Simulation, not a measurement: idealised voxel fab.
Documented hereafter: the process module known as voxel wiring stack.
For reference, the cross-section in this document is cut, with width 260 nm and square cells of 5 nm.
Just so we're on the same page, the cross-sections are grids of square cells, and they're listed out in bands top to bottom, each band one or more rows deep.
The band entry comprises the height of the band's top followed by the height of its bottom, expressed in nm, and subsequently the band's materials from left to right, each stated together with its width in nm. Where a single material is marked with the word "throughout", that material fills the band from edge to edge. The word "air" represents empty space.
Heads up on the height convention: 0 is the point under which the incoming wafer is all one material, and the lowest band has no bottom, it just keeps going down, like "0 -> down".
A two-number width, for instance "30->40", indicates that the width is equal to the first number in the top row of the band and to the second number in the bottom row, and that it changes by a constant amount per row of cells.
"remained unchanged" after a step means that no cell of the cross-section changed.
This entry, "Closed void register", enumerates those empty regions of no fewer than 8 cells that possess no open connection to the top. Each region is reported in the form width x height at distance, the distance being taken from the left edge, with all three quantities expressed in nm.
Heads up: the bit after the settings on a step's line is the simulator's remark on that step.
"overlay nm" denotes, for a step that has a mask, the displacement of the mask to the right of its planned place, with negative values corresponding to the left.

PLANNED PROCESS STEPS
1 RECEIVE: material Si
2 CONFORMAL_DEP: material SiO2, thk nm 15
3 DIRECTIONAL_DEP: material TiN, thk nm 5
4 DIRECTIONAL_DEP: material Ru, thk nm 25
5 PATTERN: tone cover, mask id METAL_1, material resist, width nm 20, pitch nm 50, thk nm 20, overlay nm 0
6 DIRECTIONAL_ETCH: etch materials Ru, depth nm 25
7 DIRECTIONAL_ETCH: etch materials TiN, depth nm 5
8 STRIP: etch materials resist
9 FILL_DEP: material lowk, thk nm 10
10 CMP: height nm 45
11 CONFORMAL_DEP: material SiCN, thk nm 5
12 DIRECTIONAL_DEP: material lowk, thk nm 25
13 DIRECTIONAL_DEP: material aC, thk nm 15
14 PATTERN: tone open, mask id METAL_2_HOLES, material resist, width nm 15, thk nm 35, overlay nm 0
15 DIRECTIONAL_ETCH: etch materials aC, depth nm 15
16 STRIP: etch materials resist
17 DIRECTIONAL_ETCH: etch materials lowk, depth nm 25
18 STRIP: etch materials aC
19 PATTERN: tone open, mask id METAL_2, material resist, width nm 20, pitch nm 50, thk nm 15, overlay nm 0
20 DIRECTIONAL_ETCH: etch materials lowk, depth nm 15
21 DIRECTIONAL_ETCH: etch materials SiCN, depth nm 5
22 STRIP: etch materials resist
23 CONFORMAL_DEP: material TiN, thk nm 5
24 FILL_DEP: material Cu, thk nm 5
25 CMP: height nm 75
26 CONFORMAL_DEP: material SiCN, thk nm 5
27 DIRECTIONAL_DEP: material SiO2, thk nm 30
28 DIRECTIONAL_DEP: material aC, thk nm 15
29 PATTERN: tone open, mask id METAL_3_HOLES, material resist, width nm 15, thk nm 35, overlay nm 0
30 DIRECTIONAL_ETCH: etch materials aC, depth nm 15
31 STRIP: etch materials resist
32 DIRECTIONAL_ETCH: etch materials SiO2, depth nm 30
33 STRIP: etch materials aC
34 DIRECTIONAL_DEP: material aC, thk nm 10
35 PATTERN: tone open, mask id METAL_3, material resist, width nm 20, pitch nm 50, thk nm 30, overlay nm 0
36 DIRECTIONAL_ETCH: etch materials aC, depth nm 10
37 STRIP: etch materials resist
38 DIRECTIONAL_ETCH: etch materials SiO2, depth nm 15
39 DIRECTIONAL_ETCH: etch materials SiCN, depth nm 5
40 STRIP: etch materials aC
41 CONFORMAL_DEP: material TiN, thk nm 5
42 FILL_DEP: material Cu, thk nm 10
43 CMP: height nm 110
44 CONFORMAL_DEP: material SiCN, thk nm 5
45 DIRECTIONAL_DEP: material lowk, thk nm 15
46 MASKED_ETCH: tone open, mask id PLUG_3, width nm 15, etch materials lowk, depth nm 15, overlay nm 0
47 MASKED_ETCH: tone open, mask id PLUG_3, width nm 15, etch materials SiCN, depth nm 5, overlay nm 0
48 EPI: material Ru, thk nm 10
49 EPI: material Ru, thk nm 10
50 DIRECTIONAL_DEP: material TiN, thk nm 5
51 DIRECTIONAL_DEP: material Ru, thk nm 15
52 DIRECTIONAL_DEP: material aC, thk nm 15
53 PATTERN: tone cover, mask id METAL_4, material resist, width nm 20, pitch nm 50, thk nm 35, overlay nm -15
54 DIRECTIONAL_ETCH: etch materials aC, depth nm 15
55 STRIP: etch materials resist
56 DIRECTIONAL_ETCH: etch materials Ru, depth nm 15
57 DIRECTIONAL_ETCH: etch materials TiN, depth nm 5
58 STRIP: etch materials aC
59 FILL_DEP: material lowk, thk nm 5
60 CMP: height nm 150
61 CONFORMAL_DEP: material SiN, thk nm 5
The plan's step 53 overlay nm is the first wafer's value; the wafers differ in this setting and start identical.

SECTIONAL VIEW: FIRST OF SEVERAL WAFERS, AS RECEIVED, AFTER STEP 1
> 0 -> down  Si throughout
> Closed void register: none

FIRST OF SEVERAL WAFERS, SECTIONED AT END OF MODULE (LAST STEP: STEP 61)
> 155 -> 150  SiN throughout
> 150 -> 135  lowk: 80 / Ru: 20 / lowk: 30 / Ru: 20 / lowk: 110
> 135 -> 130  lowk: 80 / TiN: 20 / lowk: 30 / TiN: 20 / lowk: 110
> 130 -> 115  lowk: 95 / Ru: 15 / lowk: 150
> 115 -> 110  SiCN: 95 / Ru: 15 / SiCN: 150
> 110 -> 100  SiO2: 95 / TiN: 5 / Cu: 10 / TiN: 5 / SiO2: 30 / TiN: 5 / Cu: 10 / TiN: 5 / SiO2: 95
> 100 -> 95  SiO2: 95 / TiN: 5 / Cu: 5 / TiN: 10 / SiO2: 30 / TiN: 20 / SiO2: 95
> 95 -> 80  SiO2: 95 / TiN: 5 / Cu: 5 / TiN: 5 / SiO2: 150
> 80 -> 75  SiCN: 95 / TiN: 15 / SiCN: 150
> 75 -> 65  lowk: 95 / TiN: 5 / Cu: 10 / TiN: 5 / lowk: 30 / TiN: 5 / Cu: 10 / TiN: 5 / lowk: 95
> 65 -> 60  lowk: 95 / TiN: 5 / Cu: 5 / TiN: 10 / lowk: 30 / TiN: 20 / lowk: 95
> 60 -> 50  lowk: 95 / TiN: 5 / Cu: 5 / TiN: 5 / lowk: 150
> 50 -> 45  SiCN: 95 / TiN: 15 / SiCN: 150
> 45 -> 20  lowk: 95 / Ru: 20 / lowk: 30 / Ru: 20 / lowk: 95
> 20 -> 15  lowk: 95 / TiN: 20 / lowk: 30 / TiN: 20 / lowk: 95
> 15 -> 0  SiO2 throughout
> 0 -> down  Si throughout
> Closed void register: none

CROSS-SECTION, LAST WAFER, MODULE COMPLETION
> 155 -> 150  SiN throughout
> 150 -> 135  lowk: 110 / Ru: 20 / lowk: 30 / Ru: 20 / lowk: 80
> 135 -> 130  lowk: 110 / TiN: 20 / lowk: 30 / TiN: 20 / lowk: 80
> 130 -> 115  lowk: 95 / Ru: 15 / lowk: 150
> 115 -> 110  SiCN: 95 / Ru: 15 / SiCN: 150
> 110 -> 100  SiO2: 95 / TiN: 5 / Cu: 10 / TiN: 5 / SiO2: 30 / TiN: 5 / Cu: 10 / TiN: 5 / SiO2: 95
> 100 -> 95  SiO2: 95 / TiN: 5 / Cu: 5 / TiN: 10 / SiO2: 30 / TiN: 20 / SiO2: 95
> 95 -> 80  SiO2: 95 / TiN: 5 / Cu: 5 / TiN: 5 / SiO2: 150
> 80 -> 75  SiCN: 95 / TiN: 15 / SiCN: 150
> 75 -> 65  lowk: 95 / TiN: 5 / Cu: 10 / TiN: 5 / lowk: 30 / TiN: 5 / Cu: 10 / TiN: 5 / lowk: 95
> 65 -> 60  lowk: 95 / TiN: 5 / Cu: 5 / TiN: 10 / lowk: 30 / TiN: 20 / lowk: 95
> 60 -> 50  lowk: 95 / TiN: 5 / Cu: 5 / TiN: 5 / lowk: 150
> 50 -> 45  SiCN: 95 / TiN: 15 / SiCN: 150
> 45 -> 20  lowk: 95 / Ru: 20 / lowk: 30 / Ru: 20 / lowk: 95
> 20 -> 15  lowk: 95 / TiN: 20 / lowk: 30 / TiN: 20 / lowk: 95
> 15 -> 0  SiO2 throughout
> 0 -> down  Si throughout
> Closed void register: none

NOTE: THE FOLLOWING TABLE IS ARRANGED BY WAFER, A ROW APIECE. EACH ROW REPORTS THE END-OF-MODULE STATE: PER MATERIAL, CELLS GAINED (+) OR CELLS LOST (-) COMPARED WITH THE WAFER AS RECEIVED; CLOSED VOIDS FOLLOW
overlay nm -15; +23 Cu; +76 Ru; +147 SiCN; +52 SiN; +435 SiO2; +62 TiN; +817 lowk; Closed void register: none
overlay nm -10; +23 Cu; +76 Ru; +147 SiCN; +52 SiN; +435 SiO2; +62 TiN; +817 lowk; Closed void register: none
overlay nm -5; +23 Cu; +76 Ru; +147 SiCN; +52 SiN; +435 SiO2; +62 TiN; +817 lowk; Closed void register: none
overlay nm 0; +23 Cu; +76 Ru; +147 SiCN; +52 SiN; +435 SiO2; +62 TiN; +817 lowk; Closed void register: none
overlay nm 5; +23 Cu; +76 Ru; +147 SiCN; +52 SiN; +435 SiO2; +62 TiN; +817 lowk; Closed void register: none
overlay nm 10; +23 Cu; +76 Ru; +147 SiCN; +52 SiN; +435 SiO2; +62 TiN; +817 lowk; Closed void register: none
overlay nm 15; +23 Cu; +76 Ru; +147 SiCN; +52 SiN; +435 SiO2; +62 TiN; +817 lowk; Closed void register: none
